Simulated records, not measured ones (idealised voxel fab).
Name of the process module below: voxel wiring stack
Pictured: cross-section cut, 180 nm wide, on a grid of 5 nm square cells.
Cross-section = grid of square cells, listed top down in bands; band = one or more rows. Quick guide to a band line: top height, bottom height (nm) up front; then every material left to right with its width in nm. Only one material and it's marked "full width"? Then it fills the band edge to edge. And "air" just means empty space. Counting heights begins at 0, where everything beneath is, in the wafer as received, one material. The lowest band has no bottom; it goes on downwards, as "0 -> down" shows. Graded width ("30->40"): value in top row of band = first number; value in bottom row = second number; row-to-row change constant. It should be understood that the words "remains unaltered", when stated for a given step, signify that the cross-section underwent no change in any of its cells during that step. Under "Sealed voids" you'll find the enclosed gaps, the ones with no way out to the top, that are 8 cells or bigger; each reads width x height at distance, with distance counted from the left edge, everything in nm. Formally, on a step line, whatever follows the settings is a remark that the simulator itself makes on the step. Among the settings permitted on a step's line is "overlay nm"; applied to a step with a mask, it specifies the extent to which the mask lay to the right of its planned position, whereas a negative figure signifies a position to the left.

-- The following list gives the planned process steps
1,RECEIVE with material Si
2,CONFORMAL_DEP with material SiO2, thk nm 15
3,DIRECTIONAL_DEP with material TiN, thk nm 5
4,DIRECTIONAL_DEP with material W, thk nm 20
5,PATTERN with tone cover, mask id METAL_1, material resist, width nm 20, pitch nm 45, thk nm 15, overlay nm 0
6,DIRECTIONAL_ETCH with etch materials W, depth nm 20
7,DIRECTIONAL_ETCH with etch materials TiN, depth nm 5
8,STRIP with etch materials resist
9,CONFORMAL_DEP with material SiCN, thk nm 5
10,FILL_DEP with material SiO2, thk nm 5
11,CMP with height nm 40
12,CONFORMAL_DEP with material SiCN, thk nm 5
13,DIRECTIONAL_DEP with material lowk, thk nm 25
14,MASKED_ETCH with tone open, mask id METAL_2, width nm 20, pitch nm 45, etch materials lowk, depth nm 15, overlay nm 0
15,PATTERN with tone open, mask id METAL_2_HOLES, material resist, width nm 15, thk nm 20, overlay nm 0
16,DIRECTIONAL_ETCH with etch materials lowk, depth nm 10
17,DIRECTIONAL_ETCH with etch materials SiCN, depth nm 5
18,STRIP with etch materials resist
19,CONFORMAL_DEP with material TiN, thk nm 5
20,FILL_DEP with material Cu, thk nm 5
21,CMP with height nm 70
22,CONFORMAL_DEP with material SiN, thk nm 5
The plan shows the thk nm of step 9 as the first wafer had it; this setting differs between the wafers, which start out alike.

-- First of several wafers (as received, post step 1), cross-sectional view
* 0 -> down = Si full width
* Sealed voids: none

-- So in this table every wafer gets its own row, and what you see is where it stands at the end of the module: for each material, how many cells it picked up (+) or gave up (-) since we received it, and after that its closed voids
thk nm 5 | +11 Cu | +77 SiCN | +36 SiN | +204 SiO2 | +30 TiN | +32 W | +150 lowk | Sealed voids: none
thk nm 10 | +11 Cu | +113 SiCN | +36 SiN | +168 SiO2 | +30 TiN | +32 W | +150 lowk | Sealed voids: none
thk nm 15 | +11 Cu | +139 SiCN | +36 SiN | +142 SiO2 | +30 TiN | +32 W | +150 lowk | Sealed voids: none
thk nm 20 | +11 Cu | +158 SiCN | +36 SiN | +123 SiO2 | +30 TiN | +32 W | +150 lowk | Sealed voids: none
